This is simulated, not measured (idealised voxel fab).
Proc. module: voxel lift off
Displayed cross-section: cut, width of 275 nm, square cells sized 5 nm.
Cross-section format: a grid of square cells, given as bands from top to bottom; each band is one or more rows of cells.
Each band's line starts with the height of the band's top and of its bottom, in nm. Then come its materials from left to right, each with its width in nm. One material with "all across" fills the band from edge to edge. "air" is empty space.
Heads up on the height convention: 0 is the point under which the incoming wafer is all one material, and the lowest band has no bottom, it just keeps going down, like "0..down".
You'd read "30..40" like this: the band's top row of cells is as wide as the first number, its bottom row is as wide as the second, and going down, every row changes width by the same amount as the row before did.
Basically "no change occurred" means that step didn't change any cell in the cross-section.
The list in "Enclosed empty spaces" covers empty spaces of 8 cells or more that cannot reach the top through any open way, and it gives each as width x height at distance; the distance is from the left edge, and width, height and distance are in nm.
It should be noted that, on the line of a given step, the content following the step's settings is a remark produced by the simulator itself with respect to that step.
"overlay nm" denotes, for a step that has a mask, the displacement of the mask to the right of its planned place, with negative values corresponding to the left.

### plan
step 1: RECEIVE [material Si]
step 2: CONFORMAL_DEP [material Al2O3] [thk nm 5]
step 3: PATTERN [tone open] [mask id LINES] [material resist] [width nm 25] [pitch nm 45] [thk nm 25] [overlay nm 0]
step 4: DIRECTIONAL_DEP [material Ru] [thk nm 10]
step 5: STRIP [etch materials resist]
step 6: CONFORMAL_DEP [material SiCN] [thk nm 10]

### Wafer as received: cross-section following step 1
    0..down | Si all across
    Enclosed empty spaces: none

### Cross-sectional view of the first of the two wafers upon completion of the module, processed in accordance with the plan
    25..15 | 70 nm air / 135 nm SiCN / 70 nm air
    15..5 | 80 nm SiCN / 25 nm Ru / 20 nm SiCN / 25 nm Ru / 20 nm SiCN / 25 nm Ru / 80 nm SiCN
    5..0 | Al2O3 all across
    0..down | Si all across
    Enclosed empty spaces: none

### Cross-sectional image of the second wafer of the two following completion of the module. Starting state and process plan were the same as for the first wafer; one execution error occurred
    25..15 | 70 nm air / 135 nm Ru / 70 nm air
    15..5 | Ru all across
    5..0 | Al2O3 all across
    0..down | Si all across
    Enclosed empty spaces: none
Want to know what went wrong? off-plan run, step 6, actual operation and settings CONFORMAL_DEP [material Ru] [thk nm 10]
End check, counted in cells, second wafer has more or fewer of these materials than the first: 134 more of Ru | 134 fewer of SiCN
